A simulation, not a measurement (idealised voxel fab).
process module | voxel fin reveal
cross-section cut | 210 nm wide | cells 5 nm
A cross-section is a grid of square cells, given in bands from the top down. A band is one or more rows of cells.
Each band's line starts with the height of the band's top and of its bottom, in nm. Then come its materials from left to right, each with its width in nm. One material with "throughout" fills the band from edge to edge. "air" is empty space.
Height 0 is the level under which the wafer as received is all one material. The lowest band goes on downwards, as in "0 down".
A width such as "30 to 40" changes by the same amount from each row of cells to the next, from the band's top row to its bottom row.
"no change" after a step means that no cell of the cross-section changed.
closed voids: empty space of 8 cells or more with no open way to the top, each as width x height at its distance from the left edge, in nm
after a step's settings: what the simulator itself notes on the step
overlay nm, on a step with a mask: how far to the right of its planned place the mask lay; to the left if negative
plan
1 op RECEIVE | material Si
2 op CONFORMAL_DEP | material SiN | thk nm 10
3 op PATTERN | tone cover | mask id FINS | material resist | width nm 15 | pitch nm 40 | thk nm 20 | overlay nm 0
4 op DIRECTIONAL_ETCH | etch materials SiN | depth nm 10
5 op DIRECTIONAL_ETCH | etch materials Si | depth nm 40
6 op STRIP | etch materials resist
7 op OXIDIZE | depth nm 5
8 op FILL_DEP | material SiO2 | thk nm 5
9 op CMP | height nm 10
10 op SELECTIVE_ETCH | etch materials SiO2 | depth nm 20
11 op STRIP | etch materials SiN
12 op CONFORMAL_DEP | material HfO2 | thk nm 5
as received, after step 1
  0 down: Si throughout
  closed voids: none
first wafer at the end, as planned
  5 to 0: air 55 | HfO2 15 | air 25 | HfO2 15 | air 25 | HfO2 15 | air 60
  0 to -5: air 55 | HfO2 5 | Si 5 | HfO2 5 | air 25 | HfO2 5 | Si 5 | HfO2 5 | air 25 | HfO2 5 | Si 5 | HfO2 5 | air 60
  -5 to -10: HfO2 60 | Si 5 | HfO2 35 | Si 5 | HfO2 35 | Si 5 | HfO2 65
  -10 to -45: SiO2 60 | Si 5 | SiO2 35 | Si 5 | SiO2 35 | Si 5 | SiO2 65
  -45 down: Si throughout
  closed voids: none
second wafer at the end: like start, like plan, one mistake
  0 to -10: air 60 | Si 5 | air 35 | Si 5 | air 35 | Si 5 | air 65
  -10 to -45: SiO2 60 | Si 5 | SiO2 35 | Si 5 | SiO2 35 | Si 5 | SiO2 65
  -45 down: Si throughout
  closed voids: none
what went wrong: step 12 was left out
at the end the second wafer has, in cells: 54 fewer of HfO2
